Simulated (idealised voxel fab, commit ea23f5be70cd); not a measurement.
Documented hereafter: the process module known as voxel self aligned contacts.
Section shown: cut. Width: 185 nm. Cell size: 5 nm, square.
We lay out every cross-section as a grid of square cells and spell it out in bands from the top down, where one band means one or more rows of cells. A band entry consists of two parts. The first gives the height of the band's top and the height of its bottom, in nm. The rest lists the band's materials from left to right, each with its width in nm. A single material labelled with the word "throughout" fills the band from edge to edge, and the word "blank" marks empty space. Ref level 0: as-received wafer is one material below here. Bottom band extends down with no lower bound ("from 0 down"). Width: "30 to 40" (first number = top row, second number = bottom row, same change from row to row of cells). Step note "everything unchanged" = no cross-section cell changed. The entry titled "Enclosed void catalog" provides the empty spaces that have no open way to the top, restricted to those of 8 cells or more. Each is presented as width x height at distance, the distance being measured from the left edge, with all three in nm. Text after the settings on a step's line: the simulator's own remark on that step. overlay nm: mask offset rightward from planned place, masked step; negative means leftward offset.
The planned process steps are enumerated hereunder
1 RECEIVE: material Si
2 OXIDIZE: depth nm 5
3 DIRECTIONAL_DEP: material polySi, thk nm 30
4 DIRECTIONAL_DEP: material SiN, thk nm 15
5 PATTERN: tone cover, mask id GATE, material resist, width nm 25, pitch nm 50, thk nm 15, overlay nm 0
6 DIRECTIONAL_ETCH: etch materials SiN, depth nm 15
7 DIRECTIONAL_ETCH: etch materials polySi, depth nm 30
8 STRIP: etch materials resist
9 CONFORMAL_DEP: material SiN, thk nm 5
10 DIRECTIONAL_ETCH: etch materials SiN, depth nm 5
11 FILL_DEP: material SiO2, thk nm 15
12 CMP: height nm 50
13 MASKED_ETCH: tone open, mask id CONTACT, width nm 35, etch materials SiO2, depth nm 55, overlay nm 0
14 CONFORMAL_DEP: material TiN, thk nm 5
15 FILL_DEP: material W, thk nm 5
16 CMP: height nm 50
17 CONFORMAL_DEP: material SiCN, thk nm 5
Wafer as received: cross-section following step 1
* from 0 down  Si throughout
* Enclosed void catalog: none
Below is the wafer in cross-section after the module was completed. It began from the starting point shown above and followed the plan shown above, except that one mistake was made while running it
* from 55 to 50  SiCN throughout
* from 50 to 45  SiO2 (75); TiN (35); SiO2 (75)
* from 45 to 30  SiO2 (50); SiN (40); TiN (10); SiN (40); SiO2 (45)
* from 30 to 0  SiO2 (50); SiN (5); polySi (30); SiN (5); TiN (10); SiN (5); polySi (30); SiN (5); SiO2 (45)
* from 0 to -5  SiO2 (90); TiN (10); SiO2 (85)
* from -5 down  Si throughout
* Enclosed void catalog: none
Short version of what went wrong: step 5 changed vs plan, executed as PATTERN: tone cover, mask id GATE, material resist, width nm 30, pitch nm 50, thk nm 15, overlay nm 0
